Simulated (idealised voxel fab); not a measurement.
The name of this process module is voxel air gaps.
The figure presents cross-section cut, which has a width of 270 nm and is divided into square cells with an edge length of 5 nm.
Cross-sections here: square-cell grids, written as top-down lists of bands, a band being one or more rows of cells. Band: top and bottom heights (nm) first, top before bottom; then materials from left to right, widths in nm. "edge to edge" marks a sole material filling the band edge to edge. "empty" denotes empty space. Heights are reckoned from 0. Under this level, the received wafer is all of one material. The bottommost band is open-ended downward, for example "top 0, no bottom". It should be noted that a width expressed as "30->40" varies in equal increments from row to row of cells within the band, taking the value of the first number at the top row and that of the second number at the bottom row. What does "nothing changed" mean for a step? It means no cell of the cross-section changed in that step. Basically, "Closed internal voids" tells you about the enclosed voids: empty spaces with no open way to the top, 8 cells or bigger, each written width x height at distance, where distance is from the left edge, all in nm. Read whatever lies past the settings on a step's line as the simulator's own remark about the step. "overlay nm" denotes, for a step that has a mask, the displacement of the mask to the right of its planned place, with negative values corresponding to the left. How should the pairs below be read? Each gives the cross-section before one process step and the cross-section after it, the latter drawn only to the lowest band that changed; the step that lies between them, with its settings, appears under the pair. Does a pair pick up where the pair above left off? Only where its entry headed "Pre-process state" says so, since pairs can come from different runs of this module on the same starting wafer.

## Pre-process state
- top 65, bottom 55 = Cu edge to edge
- top 55, bottom 50 = 45 of TiN  15 of Cu  35 of TiN  15 of Cu  35 of TiN  15 of Cu  35 of TiN  15 of Cu  60 of TiN
- top 50, bottom 25 = 40 of lowk  5 of TiN  15 of Cu  5 of TiN  25 of lowk  5 of TiN  15 of Cu  5 of TiN  25 of lowk  5 of TiN  15 of Cu  5 of TiN  25 of lowk  5 of TiN  15 of Cu  5 of TiN  55 of lowk
- top 25, bottom 20 = 40 of lowk  25 of TiN  25 of lowk  25 of TiN  25 of lowk  25 of TiN  25 of lowk  25 of TiN  55 of lowk
- top 20, bottom 15 = SiN edge to edge
- top 15, bottom 0 = SiO2 edge to edge
- top 0, no bottom = Si edge to edge
- Closed internal voids: none

## Post-Process View
- top 50, bottom 25 = 40 of lowk  5 of TiN  15 of Cu  5 of TiN  25 of lowk  5 of TiN  15 of Cu  5 of TiN  25 of lowk  5 of TiN  15 of Cu  5 of TiN  25 of lowk  5 of TiN  15 of Cu  5 of TiN  55 of lowk
- Beneath the level 25, the cross-section is identical to its previous state.
- Closed internal voids: none
Between before and after, shown above: CMP (height nm 50)

Pre-process state: It is represented by the cross-section appearing after the step of the pair directly above.

## Post-Process View
- top 60, bottom 50 = 30 of empty  45 of Ru  5 of empty  45 of Ru  5 of empty  45 of Ru  5 of empty  45 of Ru  45 of empty
- Beneath the level 50, the cross-section is identical to its previous state.
- Closed internal voids: none
Between before and after, shown above: EPI (material Ru; thk nm 10)

Pre-process state: It is represented by the cross-section appearing after the step of the pair directly above.

## Post-Process View
- top 60, bottom 50 = 30 of empty  45 of Ru  5 of empty  45 of Ru  5 of empty  45 of Ru  5 of empty  45 of Ru  45 of empty
- top 50, bottom 25 = 40 of empty  5 of TiN  15 of Cu  5 of TiN  25 of empty  5 of TiN  15 of Cu  5 of TiN  25 of empty  5 of TiN  15 of Cu  5 of TiN  25 of empty  5 of TiN  15 of Cu  5 of TiN  55 of empty
- top 25, bottom 20 = 40 of empty  25 of TiN  25 of empty  25 of TiN  25 of empty  25 of TiN  25 of empty  25 of TiN  55 of empty
- Beneath the level 20, the cross-section is identical to its previous state.
- Closed internal voids: none
Between before and after, shown above: SELECTIVE_ETCH (etch materials lowk; depth nm 40)

Pre-process state: It is represented by the cross-section appearing after the step of the pair directly above.

## Post-Process View
- top 65, bottom 60 = 25 of empty  205 of SiCN  40 of empty
- top 60, bottom 50 = 25 of empty  5 of SiCN  45 of Ru  5 of SiCN  45 of Ru  5 of SiCN  45 of Ru  5 of SiCN  45 of Ru  5 of SiCN  40 of empty
- top 50, bottom 45 = 25 of empty  15 of SiCN  5 of TiN  15 of Cu  5 of TiN  25 of SiCN  5 of TiN  15 of Cu  5 of TiN  25 of SiCN  5 of TiN  15 of Cu  5 of TiN  25 of SiCN  5 of TiN  15 of Cu  5 of TiN  15 of SiCN  40 of empty
- top 45, bottom 25 = 35 of empty  5 of SiCN  5 of TiN  15 of Cu  5 of TiN  5 of SiCN  15 of empty  5 of SiCN  5 of TiN  15 of Cu  5 of TiN  5 of SiCN  15 of empty  5 of SiCN  5 of TiN  15 of Cu  5 of TiN  5 of SiCN  15 of empty  5 of SiCN  5 of TiN  15 of Cu  5 of TiN  5 of SiCN  50 of empty
- top 25, bottom 20 = 40 of SiCN  25 of TiN  25 of SiCN  25 of TiN  25 of SiCN  25 of TiN  25 of SiCN  25 of TiN  55 of SiCN
- Beneath the level 20, the cross-section is identical to its previous state.
- Closed internal voids: 15 x 20 at 70; 15 x 20 at 120; 15 x 20 at 170
Between before and after, shown above: CONFORMAL_DEP (material SiCN; thk nm 5)

## Pre-process state
- top 60, bottom 50 = 35 of empty  45 of Ru  5 of empty  45 of Ru  5 of empty  45 of Ru  5 of empty  45 of Ru  40 of empty
- top 50, bottom 25 = 45 of lowk  5 of TiN  15 of Cu  5 of TiN  25 of lowk  5 of TiN  15 of Cu  5 of TiN  25 of lowk  5 of TiN  15 of Cu  5 of TiN  25 of lowk  5 of TiN  15 of Cu  5 of TiN  50 of lowk
- top 25, bottom 20 = 45 of lowk  25 of TiN  25 of lowk  25 of TiN  25 of lowk  25 of TiN  25 of lowk  25 of TiN  50 of lowk
- top 20, bottom 15 = SiN edge to edge
- top 15, bottom 0 = SiO2 edge to edge
- top 0, no bottom = Si edge to edge
- Closed internal voids: none

## Post-Process View
- top 50, bottom 25 = 45 of lowk  5 of TiN  15 of Cu  5 of TiN  25 of lowk  5 of TiN  15 of Cu  5 of TiN  25 of lowk  5 of TiN  15 of Cu  5 of TiN  25 of lowk  5 of TiN  15 of Cu  5 of TiN  50 of lowk
- Beneath the level 25, the cross-section is identical to its previous state.
- Closed internal voids: none
Between before and after, shown above: SELECTIVE_ETCH (etch materials Ru; depth nm 40)

Pre-process state: It is represented by the cross-section appearing after the step of the pair directly above.

## Post-Process View
- top 55, bottom 50 = SiCN edge to edge
- Beneath the level 50, the cross-section is identical to its previous state.
- Closed internal voids: none
Between before and after, shown above: CONFORMAL_DEP (material SiCN; thk nm 5)

## Pre-process state
- top 50, bottom 20 = lowk edge to edge
- top 20, bottom 15 = SiN edge to edge
- top 15, bottom 0 = SiO2 edge to edge
- top 0, no bottom = Si edge to edge
- Closed internal voids: none

## Post-Process View
- top 65, bottom 50 = 45 of empty  25 of resist  25 of empty  25 of resist  25 of empty  25 of resist  25 of empty  25 of resist  50 of empty
- Beneath the level 50, the cross-section is identical to its previous state.
- Closed internal voids: none
Between before and after, shown above: PATTERN (tone cover; mask id LINES; material resist; width nm 25; pitch nm 50; thk nm 15; overlay nm 0)

Pre-process state: It is represented by the cross-section appearing after the step of the pair directly above.

## Post-Process View
- top 65, bottom 50 = 45 of empty  25 of resist  25 of empty  25 of resist  25 of empty  25 of resist  25 of empty  25 of resist  50 of empty
- top 50, bottom 20 = 45 of empty  25 of lowk  25 of empty  25 of lowk  25 of empty  25 of lowk  25 of empty  25 of lowk  50 of empty
- Beneath the level 20, the cross-section is identical to its previous state.
- Closed internal voids: none
Between before and after, shown above: DIRECTIONAL_ETCH (etch materials lowk; depth nm 30)

Pre-process state: It is represented by the cross-section appearing after the step of the pair directly above.

## Post-Process View
- top 50, bottom 20 = 45 of empty  25 of lowk  25 of empty  25 of lowk  25 of empty  25 of lowk  25 of empty  25 of lowk  50 of empty
- Beneath the level 20, the cross-section is identical to its previous state.
- Closed internal voids: none
Between before and after, shown above: STRIP (etch materials resist)

Pre-process state: It is represented by the cross-section appearing after the step of the pair directly above.

## Post-Process View
- top 55, bottom 50 = 40 of empty  35 of TiN  15 of empty  35 of TiN  15 of empty  35 of TiN  15 of empty  35 of TiN  45 of empty
- top 50, bottom 25 = 40 of empty  5 of TiN  25 of lowk  5 of TiN  15 of empty  5 of TiN  25 of lowk  5 of TiN  15 of empty  5 of TiN  25 of lowk  5 of TiN  15 of empty  5 of TiN  25 of lowk  5 of TiN  45 of empty
- top 25, bottom 20 = 45 of TiN  25 of lowk  25 of TiN  25 of lowk  25 of TiN  25 of lowk  25 of TiN  25 of lowk  50 of TiN
- Beneath the level 20, the cross-section is identical to its previous state.
- Closed internal voids: none
Between before and after, shown above: CONFORMAL_DEP (material TiN; thk nm 5)

Pre-process state: It is represented by the cross-section appearing after the step of the pair directly above.

## Post-Process View
- top 65, bottom 55 = Cu edge to edge
- top 55, bottom 50 = 40 of Cu  35 of TiN  15 of Cu  35 of TiN  15 of Cu  35 of TiN  15 of Cu  35 of TiN  45 of Cu
- top 50, bottom 25 = 40 of Cu  5 of TiN  25 of lowk  5 of TiN  15 of Cu  5 of TiN  25 of lowk  5 of TiN  15 of Cu  5 of TiN  25 of lowk  5 of TiN  15 of Cu  5 of TiN  25 of lowk  5 of TiN  45 of Cu
- Beneath the level 25, the cross-section is identical to its previous state.
- Closed internal voids: none
Between before and after, shown above: FILL_DEP (material Cu; thk nm 10)

Pre-process state: It is represented by the cross-section appearing after the step of the pair directly above.

## Post-Process View
- top 50, bottom 25 = 40 of Cu  5 of TiN  25 of lowk  5 of TiN  15 of Cu  5 of TiN  25 of lowk  5 of TiN  15 of Cu  5 of TiN  25 of lowk  5 of TiN  15 of Cu  5 of TiN  25 of lowk  5 of TiN  45 of Cu
- Beneath the level 25, the cross-section is identical to its previous state.
- Closed internal voids: none
Between before and after, shown above: CMP (height nm 50)

Pre-process state: It is represented by the cross-section appearing after the step of the pair directly above.

## Post-Process View
- top 60, bottom 50 = 55 of Ru  5 of empty  45 of Ru  5 of empty  45 of Ru  5 of empty  45 of Ru  5 of empty  60 of Ru
- Beneath the level 50, the cross-section is identical to its previous state.
- Closed internal voids: none
Between before and after, shown above: EPI (material Ru; thk nm 10)

Pre-process state: It is represented by the cross-section appearing after the step of the pair directly above.

## Post-Process View
- top 60, bottom 50 = 55 of Ru  5 of empty  45 of Ru  5 of empty  45 of Ru  5 of empty  45 of Ru  5 of empty  60 of Ru
- top 50, bottom 25 = 40 of Cu  5 of TiN  25 of empty  5 of TiN  15 of Cu  5 of TiN  25 of empty  5 of TiN  15 of Cu  5 of TiN  25 of empty  5 of TiN  15 of Cu  5 of TiN  25 of empty  5 of TiN  45 of Cu
- top 25, bottom 20 = 45 of TiN  25 of empty  25 of TiN  25 of empty  25 of TiN  25 of empty  25 of TiN  25 of empty  50 of TiN
- Beneath the level 20, the cross-section is identical to its previous state.
- Closed internal voids: none
Between before and after, shown above: SELECTIVE_ETCH (etch materials lowk; depth nm 40)

Pre-process state: It is represented by the cross-section appearing after the step of the pair directly above.

## Post-Process View
- top 65, bottom 60 = SiCN edge to edge
- top 60, bottom 50 = 55 of Ru  5 of SiCN  45 of Ru  5 of SiCN  45 of Ru  5 of SiCN  45 of Ru  5 of SiCN  60 of Ru
- top 50, bottom 45 = 40 of Cu  5 of TiN  25 of SiCN  5 of TiN  15 of Cu  5 of TiN  25 of SiCN  5 of TiN  15 of Cu  5 of TiN  25 of SiCN  5 of TiN  15 of Cu  5 of TiN  25 of SiCN  5 of TiN  45 of Cu
- top 45, bottom 25 = 40 of Cu  5 of TiN  5 of SiCN  15 of empty  5 of SiCN  5 of TiN  15 of Cu  5 of TiN  5 of SiCN  15 of empty  5 of SiCN  5 of TiN  15 of Cu  5 of TiN  5 of SiCN  15 of empty  5 of SiCN  5 of TiN  15 of Cu  5 of TiN  5 of SiCN  15 of empty  5 of SiCN  5 of TiN  45 of Cu
- top 25, bottom 20 = 45 of TiN  25 of SiCN  25 of TiN  25 of SiCN  25 of TiN  25 of SiCN  25 of TiN  25 of SiCN  50 of TiN
- Beneath the level 20, the cross-section is identical to its previous state.
- Closed internal voids: 15 x 20 at 50; 15 x 20 at 100; 15 x 20 at 150; 15 x 20 at 200
Between before and after, shown above: CONFORMAL_DEP (material SiCN; thk nm 5)
